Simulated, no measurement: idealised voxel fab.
Process module, titled voxel capacitor over wiring
Square cell edge 5 nm, section width 145 nm, ID cut.
Each cross-section below is a grid of square cells, stated as bands in top-down order, with one or more rows of cells making up each band.
Quick guide to a band line: top height, bottom height (nm) up front; then every material left to right with its width in nm. Only one material and it's marked "full width"? Then it fills the band edge to edge. And "blank" just means empty space.
Height datum 0, below which the as-received substrate wafer is one material. Lowest band open at the bottom, running downward: "0 down".
Width "30..40": first value at the band's top row of cells, second value at its bottom row, equal change from row to row.
Key: "no change occurred" - step with no changed cell in the cross-section.
Each empty space that has no open way to the top and spans at least 8 cells appears under "Listed closed voids" as width x height at distance, the distance counted from the left edge, all in nm.
Note: text after step settings on the step line = simulator remark on that step.
overlay nm, on a step with a mask: how far to the right of its planned place the mask lay; to the left if negative
# So here's the lineup of process steps we planned
1 RECEIVE | material Si
2 CONFORMAL_DEP | material SiO2 | thk nm 10
3 CONFORMAL_DEP | material SiN | thk nm 5
4 DIRECTIONAL_DEP | material SiO2 | thk nm 15
5 MASKED_ETCH | tone open | mask id METAL_1 | width nm 20 | pitch nm 85 | etch materials SiO2 | depth nm 15 | overlay nm 0
6 MASKED_ETCH | tone open | mask id METAL_1 | width nm 20 | pitch nm 85 | etch materials SiN | depth nm 5 | overlay nm 0
7 CONFORMAL_DEP | material TiN | thk nm 5
8 FILL_DEP | material W | thk nm 10
9 CMP | height nm 30
10 CONFORMAL_DEP | material SiCN | thk nm 5
11 DIRECTIONAL_DEP | material SiO2 | thk nm 20
12 DIRECTIONAL_DEP | material aC | thk nm 10
13 PATTERN | tone open | mask id PLUG_1 | material resist | width nm 15 | thk nm 25 | overlay nm 0
14 DIRECTIONAL_ETCH | etch materials aC | depth nm 10
15 STRIP | etch materials resist
16 DIRECTIONAL_ETCH | etch materials SiO2 | depth nm 20
17 DIRECTIONAL_ETCH | etch materials SiCN | depth nm 5
18 STRIP | etch materials aC
19 EPI | material Ru | thk nm 10
20 EPI | material Ru | thk nm 10
21 EPI | material Ru | thk nm 5
22 DIRECTIONAL_DEP | material TiN | thk nm 5
23 DIRECTIONAL_DEP | material SiN | thk nm 5
24 DIRECTIONAL_DEP | material TiN | thk nm 10
25 MASKED_ETCH | tone cover | mask id UPPER_PLATE | width nm 70 | etch materials TiN | depth nm 10 | overlay nm 0
26 MASKED_ETCH | tone cover | mask id UPPER_PLATE | width nm 70 | etch materials SiN | depth nm 5 | overlay nm 0
27 DIRECTIONAL_DEP | material aC | thk nm 15
28 PATTERN | tone cover | mask id LOWER_PLATE | material resist | width nm 80 | thk nm 35 | overlay nm 0
29 DIRECTIONAL_ETCH | etch materials aC | depth nm 15
30 STRIP | etch materials resist
31 DIRECTIONAL_ETCH | etch materials TiN | depth nm 5
32 STRIP | etch materials aC
33 FILL_DEP | material SiO2 | thk nm 15
34 CMP | height nm 85
35 MASKED_ETCH | tone open | mask id PLUG_2 | width nm 15 | etch materials SiO2 | depth nm 10 | overlay nm 0
36 CONFORMAL_DEP | material TiN | thk nm 5
37 FILL_DEP | material Cu | thk nm 5
38 CMP | height nm 85
39 CONFORMAL_DEP | material SiCN | thk nm 5
# Received-state cross-section, reflecting completion of step 1
  0 down  Si full width
  Listed closed voids: none
# Figure: cross-sectional view of the wafer upon completion of the module, processed from the initial state and according to the plan depicted above, with one error introduced during execution
  90 to 85  SiCN full width
  85 to 80  35 SiO2; 5 TiN; 5 Cu; 5 TiN; 95 SiO2
  80 to 75  35 SiO2; 15 TiN; 95 SiO2
  75 to 65  40 SiO2; 55 TiN; 50 SiO2
  65 to 60  40 SiO2; 55 SiN; 50 SiO2
  60 to 55  20 SiO2; 5 TiN; 15 SiO2; 60 TiN; 45 SiO2
  55 to 50  SiO2 full width
  50 to 40  25 SiO2; 15 TiN; 105 SiO2
  40 to 35  25 SiO2; 15 SiN; 105 SiO2
  35 to 30  25 SiCN; 15 TiN; 105 SiCN
  30 to 20  15 W; 5 TiN; 20 SiO2; 5 TiN; 55 W; 5 TiN; 20 SiO2; 5 TiN; 15 W
  20 to 15  20 TiN; 20 SiO2; 65 TiN; 20 SiO2; 20 TiN
  15 to 10  SiN full width
  10 to 0  SiO2 full width
  0 down  Si full width
  Listed closed voids: none
Plan not followed: step 5 was processed under conditions differing from the plan, specifically as MASKED_ETCH | tone cover | mask id METAL_1 | width nm 20 | pitch nm 85 | etch materials SiO2 | depth nm 15 | overlay nm 0
